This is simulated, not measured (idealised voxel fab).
voxel transistor to metal: a process module
Section shown: cut. Width: 295 nm. Cell size: 5 nm, square.
Each cross-section below is a grid of square cells, stated as bands in top-down order, with one or more rows of cells making up each band. Per band: top height and bottom height in nm, followed by the left-to-right materials and their widths in nm; "throughout" marks a single material spanning edge to edge, "empty" marks empty space. Measure heights from 0. That's the level where, below it, the as-received wafer is all one material. The lowest band is bottomless and extends downward; write it as in "0 -> down". Quick explanation for "30 to 40": the width changes in equal steps down the rows of cells, from the first number in the band's top row to the second number in its bottom row. Reading "no modification" for a step: not a cell of the cross-section changed in it. Heads up: "Sealed void list" only lists the empty pockets with no open path to the top that are 8 cells or more, and it writes them as width x height at distance, distance from the left edge, in nm. Text after the settings on a step's line: the simulator's own remark on that step. overlay nm: step with mask; distance mask lay right of planned place; negative value = left of planned place.

**The process steps that were planned are listed below**
| 1 | RECEIVE: material Si |
| 2 | CONFORMAL_DEP: material SiO2, thk nm 5 |
| 3 | CONFORMAL_DEP: material SiN, thk nm 10 |
| 4 | MASKED_ETCH: tone cover, mask id ACTIVE, width nm 110, pitch nm 140, etch materials SiN, depth nm 10, overlay nm 0 |
| 5 | MASKED_ETCH: tone cover, mask id ACTIVE, width nm 110, pitch nm 140, etch materials SiO2, depth nm 5, overlay nm 0 |
| 6 | MASKED_ETCH: tone cover, mask id ACTIVE, width nm 110, pitch nm 140, etch materials Si, depth nm 20, overlay nm 0 |
| 7 | FILL_DEP: material SiO2, thk nm 5 |
| 8 | CMP: height nm 15 |
| 9 | SELECTIVE_ETCH: etch materials SiO2, depth nm 5 |
| 10 | STRIP: etch materials SiN |
| 11 | SELECTIVE_ETCH: etch materials SiO2, depth nm 5 |
| 12 | OXIDIZE: depth nm 5 |
| 13 | DIRECTIONAL_DEP: material polySi, thk nm 30 |
| 14 | DIRECTIONAL_DEP: material SiCN, thk nm 10 |
| 15 | MASKED_ETCH: tone cover, mask id GATE, width nm 20, pitch nm 140, etch materials SiCN, depth nm 20, overlay nm 0 |
| 16 | MASKED_ETCH: tone cover, mask id GATE, width nm 20, pitch nm 140, etch materials polySi, depth nm 40, overlay nm 0 |
| 17 | CONFORMAL_DEP: material SiO2, thk nm 5 |
| 18 | DIRECTIONAL_ETCH: etch materials SiO2, depth nm 5 |
| 19 | CONFORMAL_DEP: material SiN, thk nm 10 |
| 20 | DIRECTIONAL_ETCH: etch materials SiN, depth nm 10 |
| 21 | DIRECTIONAL_ETCH: etch materials SiO2, depth nm 5 |
| 22 | DIRECTIONAL_ETCH: etch materials Si, depth nm 15 |
| 23 | EPI: material pSi, thk nm 15 |
| 24 | FILL_DEP: material SiO2, thk nm 10 |
| 25 | CMP: height nm 40 |
| 26 | DIRECTIONAL_DEP: material SiO2, thk nm 15 |
| 27 | PATTERN: tone open, mask id CONTACT, material resist, width nm 20, thk nm 20, overlay nm 0 |
| 28 | DIRECTIONAL_ETCH: etch materials SiO2, depth nm 45 |
| 29 | STRIP: etch materials resist |
| 30 | CONFORMAL_DEP: material TiN, thk nm 5 |
| 31 | FILL_DEP: material Ru, thk nm 5 |
| 32 | CMP: height nm 55 |
| 33 | CONFORMAL_DEP: material SiCN, thk nm 5 |
| 34 | DIRECTIONAL_DEP: material SiO2, thk nm 20 |
| 35 | DIRECTIONAL_DEP: material aC, thk nm 10 |
| 36 | PATTERN: tone open, mask id METAL_1, material resist, width nm 20, thk nm 30, overlay nm -10 |
| 37 | DIRECTIONAL_ETCH: etch materials aC, depth nm 10 |
| 38 | STRIP: etch materials resist |
| 39 | DIRECTIONAL_ETCH: etch materials SiO2, depth nm 20 |
| 40 | DIRECTIONAL_ETCH: etch materials SiCN, depth nm 5 |
| 41 | STRIP: etch materials aC |
| 42 | CONFORMAL_DEP: material TiN, thk nm 5 |
| 43 | FILL_DEP: material Cu, thk nm 5 |
| 44 | CMP: height nm 80 |
| 45 | CONFORMAL_DEP: material SiCN, thk nm 5 |
Wafers differ in overlay nm at step 36; plan lists the first wafer's value; identical starting state.

**The first of several wafers, as received after step 1, seen in section**
0 -> down: Si throughout
Sealed void list: none

**End of module: cross-section of the first of several wafers after step 45, the last step**
85 -> 80: SiCN throughout
80 -> 60: SiO2 (15), then TiN (5), then Cu (10), then TiN (5), then SiO2 (60), then TiN (5), then Cu (10), then TiN (5), then SiO2 (40), then TiN (5), then Cu (10), then TiN (5), then SiO2 (60), then TiN (5), then Cu (10), then TiN (5), then SiO2 (40)
60 -> 55: SiCN (15), then TiN (20), then SiCN (60), then TiN (20), then SiCN (40), then TiN (20), then SiCN (60), then TiN (20), then SiCN (40)
55 -> 40: SiO2 (25), then TiN (5), then Ru (10), then TiN (5), then SiO2 (60), then TiN (5), then Ru (10), then TiN (5), then SiO2 (40), then TiN (5), then Ru (10), then TiN (5), then SiO2 (60), then TiN (5), then Ru (10), then TiN (5), then SiO2 (30)
40 -> 30: SiO2 (25), then TiN (5), then Ru (10), then TiN (5), then SiO2 (5), then SiN (10), then SiO2 (5), then SiCN (20), then SiO2 (5), then SiN (10), then SiO2 (5), then TiN (5), then Ru (10), then TiN (5), then SiO2 (40), then TiN (5), then Ru (10), then TiN (5), then SiO2 (5), then SiN (10), then SiO2 (5), then SiCN (20), then SiO2 (5), then SiN (10), then SiO2 (5), then TiN (5), then Ru (10), then TiN (5), then SiO2 (30)
30 -> 15: SiO2 (25), then TiN (5), then Ru (10), then TiN (5), then SiO2 (5), then SiN (10), then SiO2 (5), then polySi (20), then SiO2 (5), then SiN (10), then SiO2 (5), then TiN (5), then Ru (10), then TiN (5), then SiO2 (40), then TiN (5), then Ru (10), then TiN (5), then SiO2 (5), then SiN (10), then SiO2 (5), then polySi (20), then SiO2 (5), then SiN (10), then SiO2 (5), then TiN (5), then Ru (10), then TiN (5), then SiO2 (30)
15 -> 10: SiO2 (25), then TiN (20), then SiO2 (5), then SiN (10), then SiO2 (5), then polySi (20), then SiO2 (5), then SiN (10), then SiO2 (5), then TiN (20), then SiO2 (40), then TiN (20), then SiO2 (5), then SiN (10), then SiO2 (5), then polySi (20), then SiO2 (5), then SiN (10), then SiO2 (5), then TiN (20), then SiO2 (30)
10 -> 5: SiO2 (25), then pSi (25), then SiN (10), then SiO2 (5), then polySi (20), then SiO2 (5), then SiN (10), then pSi (25), then SiO2 (40), then pSi (25), then SiN (10), then SiO2 (5), then polySi (20), then SiO2 (5), then SiN (10), then pSi (25), then SiO2 (30)
5 -> 0: SiO2 (20), then SiN (10), then pSi (20), then SiN (10), then SiO2 (5), then polySi (20), then SiO2 (5), then SiN (10), then pSi (20), then SiN (10), then SiO2 (30), then SiN (10), then pSi (20), then SiN (10), then SiO2 (5), then polySi (20), then SiO2 (5), then SiN (10), then pSi (20), then SiN (10), then SiO2 (25)
0 -> -5: SiO2 (30), then pSi (20), then SiO2 (50), then pSi (20), then SiO2 (50), then pSi (20), then SiO2 (50), then pSi (20), then SiO2 (35)
-5 -> -20: SiO2 (20), then Si (10), then pSi (20), then Si (50), then pSi (20), then Si (10), then SiO2 (30), then Si (10), then pSi (20), then Si (50), then pSi (20), then Si (10), then SiO2 (25)
-20 -> down: Si throughout
Sealed void list: none

**X-section, last wafer, module end**
85 -> 80: SiCN throughout
80 -> 60: SiO2 (40), then TiN (5), then Cu (10), then TiN (5), then SiO2 (60), then TiN (5), then Cu (10), then TiN (5), then SiO2 (40), then TiN (5), then Cu (10), then TiN (5), then SiO2 (60), then TiN (5), then Cu (10), then TiN (5), then SiO2 (15)
60 -> 55: SiCN (40), then TiN (20), then SiCN (60), then TiN (20), then SiCN (40), then TiN (20), then SiCN (60), then TiN (20), then SiCN (15)
55 -> 40: SiO2 (25), then TiN (5), then Ru (10), then TiN (5), then SiO2 (60), then TiN (5), then Ru (10), then TiN (5), then SiO2 (40), then TiN (5), then Ru (10), then TiN (5), then SiO2 (60), then TiN (5), then Ru (10), then TiN (5), then SiO2 (30)
40 -> 30: SiO2 (25), then TiN (5), then Ru (10), then TiN (5), then SiO2 (5), then SiN (10), then SiO2 (5), then SiCN (20), then SiO2 (5), then SiN (10), then SiO2 (5), then TiN (5), then Ru (10), then TiN (5), then SiO2 (40), then TiN (5), then Ru (10), then TiN (5), then SiO2 (5), then SiN (10), then SiO2 (5), then SiCN (20), then SiO2 (5), then SiN (10), then SiO2 (5), then TiN (5), then Ru (10), then TiN (5), then SiO2 (30)
30 -> 15: SiO2 (25), then TiN (5), then Ru (10), then TiN (5), then SiO2 (5), then SiN (10), then SiO2 (5), then polySi (20), then SiO2 (5), then SiN (10), then SiO2 (5), then TiN (5), then Ru (10), then TiN (5), then SiO2 (40), then TiN (5), then Ru (10), then TiN (5), then SiO2 (5), then SiN (10), then SiO2 (5), then polySi (20), then SiO2 (5), then SiN (10), then SiO2 (5), then TiN (5), then Ru (10), then TiN (5), then SiO2 (30)
15 -> 10: SiO2 (25), then TiN (20), then SiO2 (5), then SiN (10), then SiO2 (5), then polySi (20), then SiO2 (5), then SiN (10), then SiO2 (5), then TiN (20), then SiO2 (40), then TiN (20), then SiO2 (5), then SiN (10), then SiO2 (5), then polySi (20), then SiO2 (5), then SiN (10), then SiO2 (5), then TiN (20), then SiO2 (30)
10 -> 5: SiO2 (25), then pSi (25), then SiN (10), then SiO2 (5), then polySi (20), then SiO2 (5), then SiN (10), then pSi (25), then SiO2 (40), then pSi (25), then SiN (10), then SiO2 (5), then polySi (20), then SiO2 (5), then SiN (10), then pSi (25), then SiO2 (30)
5 -> 0: SiO2 (20), then SiN (10), then pSi (20), then SiN (10), then SiO2 (5), then polySi (20), then SiO2 (5), then SiN (10), then pSi (20), then SiN (10), then SiO2 (30), then SiN (10), then pSi (20), then SiN (10), then SiO2 (5), then polySi (20), then SiO2 (5), then SiN (10), then pSi (20), then SiN (10), then SiO2 (25)
0 -> -5: SiO2 (30), then pSi (20), then SiO2 (50), then pSi (20), then SiO2 (50), then pSi (20), then SiO2 (50), then pSi (20), then SiO2 (35)
-5 -> -20: SiO2 (20), then Si (10), then pSi (20), then Si (50), then pSi (20), then Si (10), then SiO2 (30), then Si (10), then pSi (20), then Si (50), then pSi (20), then Si (10), then SiO2 (25)
-20 -> down: Si throughout
Sealed void list: none

**End of module, by wafer: material-by-material cell gain (+) or loss (-) since receipt, then closed voids**
overlay nm -10; +32 Cu; +64 Ru; -152 Si; +118 SiCN; +72 SiN; +593 SiO2; +128 TiN; +100 pSi; +48 polySi; Sealed void list: none
overlay nm -5; +32 Cu; +64 Ru; -152 Si; +118 SiCN; +72 SiN; +593 SiO2; +128 TiN; +100 pSi; +48 polySi; Sealed void list: none
overlay nm 0; +32 Cu; +64 Ru; -152 Si; +118 SiCN; +72 SiN; +593 SiO2; +128 TiN; +100 pSi; +48 polySi; Sealed void list: none
overlay nm 5; +32 Cu; +64 Ru; -152 Si; +118 SiCN; +72 SiN; +593 SiO2; +128 TiN; +100 pSi; +48 polySi; Sealed void list: none
overlay nm 10; +32 Cu; +64 Ru; -152 Si; +118 SiCN; +72 SiN; +593 SiO2; +128 TiN; +100 pSi; +48 polySi; Sealed void list: none
overlay nm 15; +32 Cu; +64 Ru; -152 Si; +118 SiCN; +72 SiN; +593 SiO2; +128 TiN; +100 pSi; +48 polySi; Sealed void list: none
